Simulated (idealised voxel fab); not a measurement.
Herein follows the process module entitled voxel capacitor over wiring.
300 nm wide, 5 nm square cells: that's cross-section cut.
Cross-section layout: square cells on a grid; listed as bands, top to bottom; a band spans one or more cell rows.
The band entry comprises the height of the band's top followed by the height of its bottom, expressed in nm, and subsequently the band's materials from left to right, each stated together with its width in nm. Where a single material is marked with the word "throughout", that material fills the band from edge to edge. The word "blank" represents empty space.
We count height from 0. Below that, the starting wafer is all one material. The lowest band never ends at the bottom but goes on down; see "0 -> down" for how that is written.
A width given as "30 to 40" starts at the first number in the band's top row and ends at the second number in its bottom row, shifting by an equal amount at every step from row to row.
Given "same as before" for a step, no cell of the cross-section differs between before and after that step.
In the "Closed void catalog" entry, you get each enclosed empty space of 8 cells or more, one with no open way to the top, written width x height at distance, distance from the left edge, in nm.
Heads up: the bit after the settings on a step's line is the simulator's remark on that step.
On any step carrying a mask, the "overlay nm" setting, if present on the step's line, tells how far right of its planned place the mask lay; negative values point to the left.
Below is the list of planned process steps:
step 1: RECEIVE | material Si
step 2: CONFORMAL_DEP | material SiO2 | thk nm 10
step 3: CONFORMAL_DEP | material SiN | thk nm 5
step 4: DIRECTIONAL_DEP | material SiO2 | thk nm 15
step 5: PATTERN | tone open | mask id METAL_1 | material resist | width nm 25 | pitch nm 90 | thk nm 20 | overlay nm 0
step 6: DIRECTIONAL_ETCH | etch materials SiO2 | depth nm 15
step 7: DIRECTIONAL_ETCH | etch materials SiN | depth nm 5
step 8: STRIP | etch materials resist
step 9: CONFORMAL_DEP | material TiN | thk nm 5
step 10: FILL_DEP | material Cu | thk nm 5
step 11: CMP | height nm 30
step 12: CONFORMAL_DEP | material SiCN | thk nm 5
step 13: DIRECTIONAL_DEP | material lowk | thk nm 10
step 14: MASKED_ETCH | tone open | mask id PLUG_1 | width nm 15 | etch materials lowk | depth nm 10 | overlay nm 0
step 15: MASKED_ETCH | tone open | mask id PLUG_1 | width nm 15 | etch materials SiCN | depth nm 5 | overlay nm 0
step 16: EPI | material Ru | thk nm 10
step 17: EPI | material Ru | thk nm 5
step 18: DIRECTIONAL_DEP | material TiN | thk nm 5
step 19: DIRECTIONAL_DEP | material HfO2 | thk nm 5
step 20: DIRECTIONAL_DEP | material TiN | thk nm 5
step 21: PATTERN | tone cover | mask id UPPER_PLATE | material resist | width nm 70 | thk nm 15 | overlay nm 0
step 22: DIRECTIONAL_ETCH | etch materials TiN | depth nm 5
step 23: DIRECTIONAL_ETCH | etch materials HfO2 | depth nm 5
step 24: STRIP | etch materials resist
step 25: MASKED_ETCH | tone cover | mask id LOWER_PLATE | width nm 80 | etch materials TiN | depth nm 5 | overlay nm 0
step 26: FILL_DEP | material SiO2 | thk nm 20
step 27: CMP | height nm 75
step 28: MASKED_ETCH | tone open | mask id PLUG_2 | width nm 15 | etch materials SiO2 | depth nm 15 | overlay nm 0
step 29: CONFORMAL_DEP | material TiN | thk nm 5
step 30: FILL_DEP | material Cu | thk nm 5
step 31: CMP | height nm 75
step 32: CONFORMAL_DEP | material SiN | thk nm 5
Wafer at receipt (post step 1), cross-section:
	0 -> down: Si throughout
	Closed void catalog: none
Post-module cross-section of the first of two wafers (run per plan):
	80 -> 75: SiN throughout
	75 -> 65: SiO2: 110; TiN: 5; Cu: 5; TiN: 5; SiO2: 175
	65 -> 55: SiO2: 110 to 100; TiN: 15 to 70; SiO2: 175 to 130
	55 -> 50: SiO2: 100; HfO2: 70; SiO2: 130
	50 -> 45: SiO2: 95; TiN: 80; SiO2: 125
	45 -> 35: lowk: 100; Ru: 15; lowk: 185
	35 -> 30: SiCN: 100; Ru: 15; SiCN: 185
	30 -> 15: SiO2: 90; TiN: 5; Cu: 15; TiN: 5; SiO2: 65; TiN: 5; Cu: 15; TiN: 5; SiO2: 95
	15 -> 10: SiN: 90; TiN: 25; SiN: 65; TiN: 25; SiN: 95
	10 -> 0: SiO2 throughout
	0 -> down: Si throughout
	Closed void catalog: none
Cross-sectional view of the second of two wafers upon completion of the module. This wafer shared its starting condition and process plan with the first; one error was made during its execution:
	80 -> 75: SiN throughout
	75 -> 65: SiO2: 110 to 100; TiN: 15 to 25; SiO2: 175
	65 -> 60: SiO2: 100; HfO2: 25; SiO2: 175
	60 -> 55: SiO2: 95; TiN: 75; SiO2: 130
	55 -> 50: SiO2: 90; Ru: 35; HfO2: 45; SiO2: 130
	50 -> 45: SiO2: 90; Ru: 35; TiN: 50; SiO2: 125
	45 -> 35: lowk: 100; Ru: 15; lowk: 185
	35 -> 30: SiCN: 100; Ru: 15; SiCN: 185
	30 -> 15: SiO2: 90; TiN: 5; Cu: 15; TiN: 5; SiO2: 65; TiN: 5; Cu: 15; TiN: 5; SiO2: 95
	15 -> 10: SiN: 90; TiN: 25; SiN: 65; TiN: 25; SiN: 95
	10 -> 0: SiO2 throughout
	0 -> down: Si throughout
	Closed void catalog: none
Processing error: execution of plan step 16 occurred twice
Counted in cells at the end, the second wafer holds more or fewer of these materials than the first: Cu: 2 fewer | Ru: 14 more | SiO2: 8 fewer | TiN: 4 fewer
